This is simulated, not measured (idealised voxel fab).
The process module that follows is named voxel fin reveal.
cross-section cut | 185 nm wide | cells 5 nm
For the purposes of this document, a cross-section shall be understood as a grid of square cells, specified as bands listed in top-to-bottom order, each band consisting of one or more rows of cells.
Quick guide to a band line: top height, bottom height (nm) up front; then every material left to right with its width in nm. Only one material and it's marked "full width"? Then it fills the band edge to edge. And "empty" just means empty space.
Zero point of the height axis is 0; under it, received wafer = one material. Lowest band: continues down indefinitely, "from 0 down".
A two-number width, for instance "30 to 40", indicates that the width is equal to the first number in the top row of the band and to the second number in the bottom row, and that it changes by a constant amount per row of cells.
"nothing was modified" means the step left every cell of the cross-section as it was.
Entry "Cavities, sealed" = empty spaces >= 8 cells with no open way to the top; each as width x height at distance, distance from left edge, all nm.
Note: text after step settings on the step line = simulator remark on that step.
The line of a step may include "overlay nm". On a step with a mask, this value is how far to the right of its planned place the mask lay. A negative value means the mask lay to the left.

These are the steps we planned for the process
| 1 | RECEIVE [material Si] |
| 2 | CONFORMAL_DEP [material SiN] [thk nm 5] |
| 3 | PATTERN [tone cover] [mask id FINS] [material resist] [width nm 15] [pitch nm 40] [thk nm 15] [overlay nm 0] |
| 4 | DIRECTIONAL_ETCH [etch materials SiN] [depth nm 5] |
| 5 | DIRECTIONAL_ETCH [etch materials Si] [depth nm 40] |
| 6 | STRIP [etch materials resist] |
| 7 | OXIDIZE [depth nm 5] |
| 8 | FILL_DEP [material SiO2] [thk nm 5] |
| 9 | CMP [height nm 5] |
| 10 | SELECTIVE_ETCH [etch materials SiO2] [depth nm 35] |
| 11 | STRIP [etch materials SiN] |

Incoming wafer, cross-sectional view, post step 1
	from 0 down = Si full width
	Cavities, sealed: none

The first of two wafers, cross-sectioned at the end of the module, with the run proceeding as planned
	from 0 to -30 = empty (50) / Si (5) / empty (35) / Si (5) / empty (35) / Si (5) / empty (50)
	from -30 to -45 = SiO2 (50) / Si (5) / SiO2 (35) / Si (5) / SiO2 (35) / Si (5) / SiO2 (50)
	from -45 down = Si full width
	Cavities, sealed: none

Cross-sectional image of the second wafer of the two following completion of the module. Starting state and process plan were the same as for the first wafer; one execution error occurred
	from 5 to 0 = empty (45) / SiN (15) / empty (25) / SiN (15) / empty (25) / SiN (15) / empty (45)
	from 0 to -45 = empty (50) / Si (5) / empty (35) / Si (5) / empty (35) / Si (5) / empty (50)
	from -45 down = Si full width
	Cavities, sealed: none
What went wrong in running the wafer? step 11 was not run as planned; what actually ran was STRIP [etch materials SiO2]
The second wafer ends with more or fewer cells of some materials than the first, per final count: 9 more of SiN | 102 fewer of SiO2
